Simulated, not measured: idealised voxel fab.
process module | voxel self aligned contacts
cross-section cut | 180 nm wide | cells 5 nm
A cross-section is a grid of square cells, given in bands from the top down. A band is one or more rows of cells.
Each band's line starts with the height of the band's top and of its bottom, in nm. Then come its materials from left to right, each with its width in nm. One material with "throughout" fills the band from edge to edge. "air" is empty space.
Height 0 is the level under which the wafer as received is all one material. The lowest band goes on downwards, as in "0 down".
A width such as "30 to 40" changes by the same amount from each row of cells to the next, from the band's top row to its bottom row.
"no change" after a step means that no cell of the cross-section changed.
closed voids: empty space of 8 cells or more with no open way to the top, each as width x height at its distance from the left edge, in nm
after a step's settings: what the simulator itself notes on the step
overlay nm, on a step with a mask: how far to the right of its planned place the mask lay; to the left if negative
plan
1 op RECEIVE | material Si
2 op OXIDIZE | depth nm 5
3 op DIRECTIONAL_DEP | material polySi | thk nm 30
4 op DIRECTIONAL_DEP | material SiN | thk nm 20
5 op MASKED_ETCH | tone cover | mask id GATE | width nm 25 | pitch nm 55 | etch materials SiN | depth nm 20 | overlay nm 0
6 op MASKED_ETCH | tone cover | mask id GATE | width nm 25 | pitch nm 55 | etch materials polySi | depth nm 30 | overlay nm 0
7 op CONFORMAL_DEP | material SiN | thk nm 5
8 op DIRECTIONAL_ETCH | etch materials SiN | depth nm 5
9 op FILL_DEP | material SiO2 | thk nm 20
10 op CMP | height nm 60
11 op MASKED_ETCH | tone open | mask id CONTACT | width nm 40 | pitch nm 55 | etch materials SiO2 | depth nm 65 | overlay nm 0
12 op CONFORMAL_DEP | material TiN | thk nm 5
13 op FILL_DEP | material Ru | thk nm 5
14 op CMP | height nm 60
15 op CONFORMAL_DEP | material SiCN | thk nm 5
as received, after step 1
  0 down: Si throughout
  closed voids: none
a wafer at the end: this start, this plan, one mistake
  65 to 60: SiCN throughout
  60 to 55: SiO2 40 | TiN 5 | Ru 30 | TiN 5 | SiO2 15 | TiN 5 | Ru 30 | TiN 5 | SiO2 45
  55 to 50: SiO2 40 | TiN 40 | SiO2 15 | TiN 40 | SiO2 45
  50 to 30: SiN 25 | SiO2 15 | SiN 40 | SiO2 15 | SiN 40 | SiO2 15 | SiN 30
  30 to 0: polySi throughout
  0 to -5: SiO2 throughout
  -5 down: Si throughout
  closed voids: none
what went wrong: step 5 ran as: op MASKED_ETCH | tone open | mask id GATE | width nm 25 | pitch nm 55 | etch materials SiN | depth nm 20 | overlay nm 0
